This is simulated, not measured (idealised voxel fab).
process module | voxel transistor to metal
cross-section cut | 155 nm wide | cells 5 nm
A cross-section is a grid of square cells, given in bands from the top down. A band is one or more rows of cells.
Each band's line starts with the height of the band's top and of its bottom, in nm. Then come its materials from left to right, each with its width in nm. One material with "throughout" fills the band from edge to edge. "air" is empty space.
Height 0 is the level under which the wafer as received is all one material. The lowest band goes on downwards, as in "0 down".
A width such as "30 to 40" changes by the same amount from each row of cells to the next, from the band's top row to its bottom row.
"no change" after a step means that no cell of the cross-section changed.
closed voids: empty space of 8 cells or more with no open way to the top, each as width x height at its distance from the left edge, in nm
after a step's settings: what the simulator itself notes on the step
overlay nm, on a step with a mask: how far to the right of its planned place the mask lay; to the left if negative
plan
1 op RECEIVE | material Si
2 op CONFORMAL_DEP | material SiO2 | thk nm 5
3 op CONFORMAL_DEP | material SiN | thk nm 10
4 op PATTERN | tone cover | mask id ACTIVE | material resist | width nm 100 | thk nm 20 | overlay nm 0
5 op DIRECTIONAL_ETCH | etch materials SiN | depth nm 10
6 op DIRECTIONAL_ETCH | etch materials SiO2 | depth nm 5
7 op DIRECTIONAL_ETCH | etch materials Si | depth nm 25
8 op STRIP | etch materials resist
9 op OXIDIZE | depth nm 5
10 op FILL_DEP | material SiO2 | thk nm 5
11 op CMP | height nm 15
12 op SELECTIVE_ETCH | etch materials SiO2 | depth nm 5
13 op STRIP | etch materials SiN
14 op SELECTIVE_ETCH | etch materials SiO2 | depth nm 5
15 op OXIDIZE | depth nm 5
16 op DIRECTIONAL_DEP | material polySi | thk nm 30
17 op DIRECTIONAL_DEP | material SiCN | thk nm 15
18 op MASKED_ETCH | tone cover | mask id GATE | width nm 20 | etch materials SiCN | depth nm 25 | overlay nm 0
19 op MASKED_ETCH | tone cover | mask id GATE | width nm 20 | etch materials polySi | depth nm 40 | overlay nm 0
20 op CONFORMAL_DEP | material SiN | thk nm 10
21 op DIRECTIONAL_ETCH | etch materials SiN | depth nm 10
22 op DIRECTIONAL_ETCH | etch materials SiO2 | depth nm 5
23 op EPI | material SiGe | thk nm 5
24 op FILL_DEP | material SiO2 | thk nm 10
25 op CMP | height nm 45
26 op DIRECTIONAL_DEP | material SiO2 | thk nm 10
27 op PATTERN | tone open | mask id CONTACT | material resist | width nm 15 | pitch nm 65 | thk nm 20 | overlay nm 0
28 op DIRECTIONAL_ETCH | etch materials SiO2 | depth nm 55
29 op STRIP | etch materials resist
30 op CONFORMAL_DEP | material TiN | thk nm 5
31 op FILL_DEP | material W | thk nm 5
32 op CMP | height nm 55
33 op DIRECTIONAL_DEP | material TiN | thk nm 5
34 op DIRECTIONAL_DEP | material Ru | thk nm 20
35 op PATTERN | tone cover | mask id METAL_1 | material resist | width nm 15 | pitch nm 65 | thk nm 20 | overlay nm 0
36 op DIRECTIONAL_ETCH | etch materials Ru | depth nm 20
37 op DIRECTIONAL_ETCH | etch materials TiN | depth nm 5
38 op STRIP | etch materials resist
39 op FILL_DEP | material SiO2 | thk nm 10
40 op CMP | height nm 80
41 op CONFORMAL_DEP | material SiCN | thk nm 5
42 op DIRECTIONAL_DEP | material lowk | thk nm 25
43 op DIRECTIONAL_DEP | material aC | thk nm 10
44 op PATTERN | tone open | mask id METAL_2 | material resist | width nm 15 | pitch nm 65 | thk nm 30 | overlay nm 0
45 op DIRECTIONAL_ETCH | etch materials aC | depth nm 10
46 op STRIP | etch materials resist
47 op DIRECTIONAL_ETCH | etch materials lowk | depth nm 15
48 op STRIP | etch materials aC
49 op MASKED_ETCH | tone open | mask id METAL_2_HOLES | width nm 15 | pitch nm 65 | etch materials lowk | depth nm 10 | overlay nm 0
50 op MASKED_ETCH | tone open | mask id METAL_2_HOLES | width nm 15 | pitch nm 65 | etch materials SiCN | depth nm 5 | overlay nm 0
51 op CONFORMAL_DEP | material TiN | thk nm 5
52 op FILL_DEP | material Cu | thk nm 10
53 op CMP | height nm 110
54 op CONFORMAL_DEP | material SiN | thk nm 5
as received, after step 1
  0 down: Si throughout
  closed voids: none
a wafer at the end: this start, this plan, one mistake
  115 to 110: SiN throughout
  110 to 85: lowk 35 | TiN 5 | Cu 5 | TiN 5 | lowk 50 | TiN 5 | Cu 5 | TiN 5 | lowk 40
  85 to 80: SiCN 35 | TiN 15 | SiCN 50 | TiN 15 | SiCN 40
  80 to 60: Ru 35 | SiO2 15 | Ru 50 | SiO2 15 | Ru 40
  60 to 55: TiN 35 | SiO2 15 | TiN 50 | SiO2 15 | TiN 40
  55 to 45: SiO2 35 | TiN 5 | W 5 | TiN 5 | SiO2 50 | TiN 5 | W 5 | TiN 5 | SiO2 40
  45 to 30: SiO2 35 | TiN 5 | W 5 | TiN 5 | SiO2 5 | SiN 10 | SiCN 20 | SiN 10 | SiO2 5 | TiN 5 | W 5 | TiN 5 | SiO2 40
  30 to 5: SiO2 35 | TiN 5 | W 5 | TiN 5 | SiO2 5 | SiN 10 | polySi 20 | SiN 10 | SiO2 5 | TiN 5 | W 5 | TiN 5 | SiO2 40
  5 to 0: SiO2 20 | SiN 10 | SiO2 5 | TiN 15 | SiO2 5 | SiN 10 | polySi 20 | SiN 10 | SiO2 5 | TiN 15 | SiO2 5 | SiN 10 | SiO2 25
  0 to -5: SiO2 30 | SiGe 25 | SiO2 40 | SiGe 25 | SiO2 35
  -5 to -30: SiO2 30 | Si 90 | SiO2 35
  -30 down: Si throughout
  closed voids: none
what went wrong: step 35 ran as: op PATTERN | tone open | mask id METAL_1 | material resist | width nm 15 | pitch nm 65 | thk nm 20 | overlay nm 0
